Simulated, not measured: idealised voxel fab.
Process module in this document: voxel fin reveal
cross-section cut | 200 nm wide | cells 5 nm
We lay out every cross-section as a grid of square cells and spell it out in bands from the top down, where one band means one or more rows of cells.
In this notation a band is specified by the heights of its top and bottom, in that order and in nm, after which its materials appear from left to right, each paired with its width in nm. The word "throughout" attached to a single material means that material fills the band from edge to edge; the word "blank" stands for empty space.
Note: height 0 marks the level under which the wafer is uniformly one material as received. Lowest band unbounded below, written "from 0 down".
The expression "30->40" gives the width at the extremes of the band, the first number at its top row of cells and the second at its bottom row, with the width changing by equal amounts from each row to the next in between.
Where the words "remained the same" appear for a step, the cross-section shows no cell changed by that step; every cell remained as before.
The entry "Closed-off voids" lists the empty spaces that cover at least 8 cells and have no open path to the top. Each is written as width x height at distance, where the distance is measured from the left edge and all three values are in nm.
It should be noted that, on the line of a given step, the content following the step's settings is a remark produced by the simulator itself with respect to that step.
The "overlay nm" setting may appear on a step's line; for a step that uses a mask, it gives how far to the right of its planned position the mask lay, and a negative value indicates the left.

Listed below are the process steps as planned:
1: RECEIVE,material Si
2: CONFORMAL_DEP,material SiN,thk nm 5
3: PATTERN,tone cover,mask id FINS,material resist,width nm 15,pitch nm 45,thk nm 20,overlay nm -15
4: DIRECTIONAL_ETCH,etch materials SiN,depth nm 5
5: DIRECTIONAL_ETCH,etch materials Si,depth nm 35
6: STRIP,etch materials resist
7: FILL_DEP,material SiO2,thk nm 5
8: CMP,height nm 5
9: SELECTIVE_ETCH,etch materials SiO2,depth nm 20
10: STRIP,etch materials SiN
11: CONFORMAL_DEP,material HfO2,thk nm 5
Where the wafers of this document differ is in the overlay nm of step 3; they start out the same, and the plan states the value that applied to the first wafer.

As received, i.e. after step 1: cross-section through the first of several wafers:
	from 0 down: Si throughout
	Closed-off voids: none

At the end of the module, after its last step, step 11, the first of several wafers appears in cross-section as follows:
	from 5 to 0: blank 50 / HfO2 25 / blank 20 / HfO2 25 / blank 80
	from 0 to -10: blank 50 / HfO2 5 / Si 15 / HfO2 5 / blank 20 / HfO2 5 / Si 15 / HfO2 5 / blank 80
	from -10 to -15: HfO2 55 / Si 15 / HfO2 30 / Si 15 / HfO2 85
	from -15 to -35: SiO2 55 / Si 15 / SiO2 30 / Si 15 / SiO2 85
	from -35 down: Si throughout
	Closed-off voids: none

The last wafer as seen in cross-section at the end of the module:
	from 5 to 0: blank 80 / HfO2 25 / blank 20 / HfO2 25 / blank 50
	from 0 to -10: blank 80 / HfO2 5 / Si 15 / HfO2 5 / blank 20 / HfO2 5 / Si 15 / HfO2 5 / blank 50
	from -10 to -15: HfO2 85 / Si 15 / HfO2 30 / Si 15 / HfO2 55
	from -15 to -35: SiO2 85 / Si 15 / SiO2 30 / Si 15 / SiO2 55
	from -35 down: Si throughout
	Closed-off voids: none

What follows is a table in which each wafer occupies a row; for the wafer as it stands at the close of the module, the row states, material by material, how many cells have been gained (+) or lost (-) since receipt, and then gives its closed voids:
overlay nm -15, +52 HfO2, -238 Si, +136 SiO2, Closed-off voids: none
overlay nm -10, +52 HfO2, -238 Si, +136 SiO2, Closed-off voids: none
overlay nm -5, +52 HfO2, -238 Si, +136 SiO2, Closed-off voids: none
overlay nm 0, +52 HfO2, -238 Si, +136 SiO2, Closed-off voids: none
overlay nm 5, +52 HfO2, -238 Si, +136 SiO2, Closed-off voids: none
overlay nm 10, +52 HfO2, -238 Si, +136 SiO2, Closed-off voids: none
overlay nm 15, +52 HfO2, -238 Si, +136 SiO2, Closed-off voids: none
